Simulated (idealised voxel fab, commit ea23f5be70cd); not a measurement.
Process module under the name voxel self aligned contacts
Cross-section cut spans 180 nm and uses square cells 5 nm in size.
Heads up, the way a cross-section reads in here is a grid of square cells, handed over as bands from the top down, with every band being one or more rows of cells.
Top, bottom (nm), then materials left to right with widths (nm); lone material tagged "all across" fills the whole band edge to edge; "air" = empty space.
Counting heights begins at 0, where everything beneath is, in the wafer as received, one material. The lowest band has no bottom; it goes on downwards, as "0 down" shows.
Width: "30..40" (first number = top row, second number = bottom row, same change from row to row of cells).
Given "nothing altered" for a step, no cell of the cross-section differs between before and after that step.
"Unvented internal voids": sealed empty spaces, 8 cells or more, no open way to top, listed width x height at distance, with distance from the left edge and width, height and distance in nm.
It should be noted that, on the line of a given step, the content following the step's settings is a remark produced by the simulator itself with respect to that step.
The "overlay nm" setting may appear on a step's line; for a step that uses a mask, it gives how far to the right of its planned position the mask lay, and a negative value indicates the left.
### So here's the lineup of process steps we planned
step 1: RECEIVE: material Si
step 2: OXIDIZE: depth nm 5
step 3: DIRECTIONAL_DEP: material polySi, thk nm 30
step 4: DIRECTIONAL_DEP: material SiN, thk nm 20
step 5: MASKED_ETCH: tone cover, mask id GATE, width nm 25, pitch nm 55, etch materials SiN, depth nm 20, overlay nm 0
step 6: MASKED_ETCH: tone cover, mask id GATE, width nm 25, pitch nm 55, etch materials polySi, depth nm 30, overlay nm 0
step 7: CONFORMAL_DEP: material SiN, thk nm 5
step 8: DIRECTIONAL_ETCH: etch materials SiN, depth nm 5
step 9: FILL_DEP: material SiO2, thk nm 20
step 10: CMP: height nm 60
step 11: MASKED_ETCH: tone open, mask id CONTACT, width nm 40, pitch nm 55, etch materials SiO2, depth nm 65, overlay nm 0
step 12: CONFORMAL_DEP: material TiN, thk nm 5
step 13: FILL_DEP: material Ru, thk nm 5
step 14: CMP: height nm 60
step 15: CONFORMAL_DEP: material SiCN, thk nm 5
### Cross-section: wafer on arrival = after step 1
> 0 down | Si all across
> Unvented internal voids: none
### Here's the cross-section of the first of our two wafers at the end of the module - it ran as planned
> 65 to 60 | SiCN all across
> 60 to 50 | SiO2 40 / TiN 5..15 / Ru 30..10 / TiN 5..15 / SiO2 15 / TiN 5..15 / Ru 30..10 / TiN 5..15 / SiO2 45
> 50 to 30 | SiO2 15 / SiN 35 / TiN 5 / Ru 10 / TiN 5 / SiN 35 / TiN 5 / Ru 10 / TiN 5 / SiN 35 / SiO2 20
> 30 to 0 | SiO2 15 / SiN 5 / polySi 25 / SiN 5 / TiN 5 / Ru 10 / TiN 5 / SiN 5 / polySi 25 / SiN 5 / TiN 5 / Ru 10 / TiN 5 / SiN 5 / polySi 25 / SiN 5 / SiO2 20
> 0 to -5 | SiO2 50 / TiN 20 / SiO2 35 / TiN 20 / SiO2 55
> -5 down | Si all across
> Unvented internal voids: none
### Cross-section, second wafer: same start as the first, same plan as the first, one mistake in running it; taken at the end of the module
> 65 to 60 | SiCN all across
> 60 to 50 | SiO2 40 / TiN 5..15 / Ru 30..10 / TiN 5..15 / SiO2 15 / TiN 5..15 / Ru 30..10 / TiN 5..15 / SiO2 45
> 50 to 35 | SiO2 15 / SiN 35 / TiN 5 / Ru 10 / TiN 5 / SiN 35 / TiN 5 / Ru 10 / TiN 5 / SiN 35 / SiO2 20
> 35 to 30 | SiO2 15 / SiN 35 / TiN 20 / SiN 35 / TiN 20 / SiN 35 / SiO2 20
> 30 to 0 | TiN all across
> 0 to -5 | SiO2 all across
> -5 down | Si all across
> Unvented internal voids: none
Which mistake was made when the wafer was run? note that step 3 departed from the planned setting and was carried out as DIRECTIONAL_DEP: material TiN, thk nm 30
At the finish, the second wafer shows more or fewer cells for some materials than the first does: Ru: 28 fewer | SiN: 36 fewer | SiO2: 34 fewer | TiN: 188 more | polySi: 90 fewer
